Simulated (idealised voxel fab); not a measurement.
Proc. module: voxel released beams
Section shown: cut. Width: 205 nm. Cell size: 5 nm, square.
Cross-section = grid of square cells, listed top down in bands; band = one or more rows.
Top, bottom (nm), then materials left to right with widths (nm); lone material tagged "all across" fills the whole band edge to edge; "empty" = empty space.
It should be noted that heights are counted from 0, beneath which the wafer as supplied is of one material throughout, and that the lowest band possesses no lower boundary but continues downward, as written in "0 and below".
Quick explanation for "30..40": the width changes in equal steps down the rows of cells, from the first number in the band's top row to the second number in its bottom row.
Basically "everything unchanged" means that step didn't change any cell in the cross-section.
Closed empty spaces (no open way to the top) of 8 cells or more are what "Closed internal cavities" lists, each as width x height at distance from the left edge, nm for all three.
What comes after the settings on a step's line is commentary from the simulator itself on that step.
You can add "overlay nm" to a step's line. For a step with a mask, it describes how far the mask lay to the right of its planned position, and a negative number describes a lay to the left.

These are the steps we planned for the process
1,RECEIVE with material Si
2,CONFORMAL_DEP with material SiN, thk nm 10
3,DIRECTIONAL_DEP with material SiO2, thk nm 20
4,MASKED_ETCH with tone open, mask id ANCHOR, width nm 30, etch materials SiO2, depth nm 20, overlay nm 0
5,CONFORMAL_DEP with material W, thk nm 10
6,MASKED_ETCH with tone cover, mask id BEAM, width nm 85, etch materials W, depth nm 10, overlay nm 0
7,STRIP with etch materials SiO2

The first of the two wafers, which ran as planned

Step 1 complete: cross-section of the wafer as received
0 and below | Si all across
Closed internal cavities: none

Wafer after step 2 (cross-section)
10 down to 0 | SiN all across
Everything below 0 is unchanged.

Wafer after step 3 (cross-section)
30 down to 10 | SiO2 all across
Everything below 10 is unchanged.

Wafer after step 4 (cross-section)
30 down to 10 | 60 SiO2; 30 empty; 115 SiO2
Everything below 10 is unchanged.

Wafer after step 5 (cross-section)
40 down to 30 | 70 W; 10 empty; 125 W
30 down to 20 | 60 SiO2; 10 W; 10 empty; 10 W; 115 SiO2
20 down to 10 | 60 SiO2; 30 W; 115 SiO2
Everything below 10 is unchanged.

Wafer after step 6 (cross-section)
40 down to 30 | 55 empty; 15 W; 10 empty; 60 W; 65 empty
Everything below 30 is unchanged.

Wafer after step 7 (cross-section)
40 down to 30 | 55 empty; 15 W; 10 empty; 60 W; 65 empty
30 down to 20 | 60 empty; 10 W; 10 empty; 10 W; 115 empty
20 down to 10 | 60 empty; 30 W; 115 empty
Everything below 10 is unchanged.

Wafer two. Same start, same plan, one slip in execution. Same as wafer one through step 2, inclusive

The second wafer cut through, at the time step 3 was supposed to be finished
30 down to 10 | W all across
Everything below 10 is unchanged.

The second wafer cut through, at the time step 4 was supposed to be finished: everything unchanged

The second wafer cut through, at the time step 5 was supposed to be finished
40 down to 10 | W all across
Everything below 10 is unchanged.

The second wafer cut through, at the time step 6 was supposed to be finished
40 down to 30 | 55 empty; 85 W; 65 empty
Everything below 30 is unchanged.

The second wafer cut through, at the time step 7 was supposed to be finished: everything unchanged
What was done differently from what was planned? step 3 ran as: DIRECTIONAL_DEP with material W, thk nm 20
FYI, end of process, the second wafer has more or fewer cells of some materials than the first: 148 more of W
